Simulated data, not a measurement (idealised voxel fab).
The process module presented herein is designated voxel capacitor over wiring.
The cross-section shown here is cut; it is 230 nm wide and divided into square cells measuring 5 nm on a side.
Each cross-section below is a grid of square cells, stated as bands in top-down order, with one or more rows of cells making up each band.
Per band: top height and bottom height in nm, followed by the left-to-right materials and their widths in nm; "throughout" marks a single material spanning edge to edge, "air" marks empty space.
Heights are expressed relative to 0, this being the level below which the as-received wafer comprises one material exclusively. The lowest band is unbounded in the downward direction and is denoted as in "top 0, no bottom".
Think of "30->40" as a width that walks from the first number to the second as you go down the band, top row to bottom row, taking equal-sized steps from row to row.
A step reported as "all unchanged" is a step in which no cell of the cross-section changed.
"Fully sealed voids" enumerates empty spaces isolated from the top, with no open way to it, that contain at least 8 cells, giving each as width x height at distance from the left edge, all three in nm.
Formally, on a step line, whatever follows the settings is a remark that the simulator itself makes on the step.
overlay nm: mask offset rightward from planned place, masked step; negative means leftward offset.

**These are the steps we planned for the process**
- 1: RECEIVE [material Si]
- 2: CONFORMAL_DEP [material SiO2] [thk nm 10]
- 3: CONFORMAL_DEP [material SiN] [thk nm 5]
- 4: DIRECTIONAL_DEP [material lowk] [thk nm 15]
- 5: PATTERN [tone open] [mask id METAL_1] [material resist] [width nm 20] [pitch nm 80] [thk nm 20] [overlay nm 0]
- 6: DIRECTIONAL_ETCH [etch materials lowk] [depth nm 15]
- 7: DIRECTIONAL_ETCH [etch materials SiN] [depth nm 5]
- 8: STRIP [etch materials resist]
- 9: CONFORMAL_DEP [material TiN] [thk nm 5]
- 10: FILL_DEP [material W] [thk nm 10]
- 11: CMP [height nm 30]
- 12: CONFORMAL_DEP [material SiCN] [thk nm 5]
- 13: DIRECTIONAL_DEP [material SiO2] [thk nm 15]
- 14: MASKED_ETCH [tone open] [mask id PLUG_1] [width nm 15] [etch materials SiO2] [depth nm 15] [overlay nm 0]
- 15: MASKED_ETCH [tone open] [mask id PLUG_1] [width nm 15] [etch materials SiCN] [depth nm 5] [overlay nm 0]
- 16: CONFORMAL_DEP [material TiN] [thk nm 5]
- 17: FILL_DEP [material Ru] [thk nm 10]
- 18: CMP [height nm 50]
- 19: DIRECTIONAL_DEP [material TiN] [thk nm 5]
- 20: DIRECTIONAL_DEP [material Al2O3] [thk nm 5]
- 21: DIRECTIONAL_DEP [material TiN] [thk nm 5]
- 22: MASKED_ETCH [tone cover] [mask id UPPER_PLATE] [width nm 65] [etch materials TiN] [depth nm 5] [overlay nm 0]
- 23: MASKED_ETCH [tone cover] [mask id UPPER_PLATE] [width nm 65] [etch materials Al2O3] [depth nm 5] [overlay nm 0]
- 24: PATTERN [tone cover] [mask id LOWER_PLATE] [material resist] [width nm 75] [thk nm 20] [overlay nm 0]
- 25: DIRECTIONAL_ETCH [etch materials TiN] [depth nm 5]
- 26: STRIP [etch materials resist]
- 27: FILL_DEP [material SiO2] [thk nm 15]
- 28: CMP [height nm 75]
- 29: MASKED_ETCH [tone open] [mask id PLUG_2] [width nm 15] [etch materials SiO2] [depth nm 10] [overlay nm 0]
- 30: CONFORMAL_DEP [material TiN] [thk nm 5]
- 31: FILL_DEP [material Ru] [thk nm 10]
- 32: CMP [height nm 75]
- 33: CONFORMAL_DEP [material SiN] [thk nm 5]

**Cross-sectional view of the wafer in its as-received condition, corresponding to the state after step 1**
    top 0, no bottom | Si throughout
    Fully sealed voids: none

**Cross-section, end of module. Start: as above. Plan: as above. Execution: one mistake**
    top 80, bottom 75 | SiN throughout
    top 75, bottom 70 | SiO2 (80)  TiN (5)  Ru (5)  TiN (5)  SiO2 (135)
    top 70, bottom 60 | SiO2 (80->70)  TiN (15->65)  SiO2 (135->95)
    top 60, bottom 55 | SiO2 (70)  Al2O3 (65)  SiO2 (95)
    top 55, bottom 50 | SiO2 (65)  TiN (75)  SiO2 (90)
    top 50, bottom 35 | SiO2 (70)  TiN (5)  Ru (5)  TiN (5)  SiO2 (145)
    top 35, bottom 30 | SiCN (70)  TiN (15)  SiCN (145)
    top 30, bottom 15 | lowk (65)  TiN (5)  W (15)  TiN (5)  lowk (55)  TiN (5)  W (15)  TiN (5)  lowk (60)
    top 15, bottom 10 | SiN (65)  TiN (25)  SiN (55)  TiN (25)  SiN (60)
    top 10, bottom 0 | SiO2 throughout
    top 0, no bottom | Si throughout
    Fully sealed voids: none
Nonconformance to the process plan: planned and actual differ for step 5; actual: PATTERN [tone open] [mask id METAL_1] [material resist] [width nm 25] [pitch nm 80] [thk nm 20] [overlay nm 0]
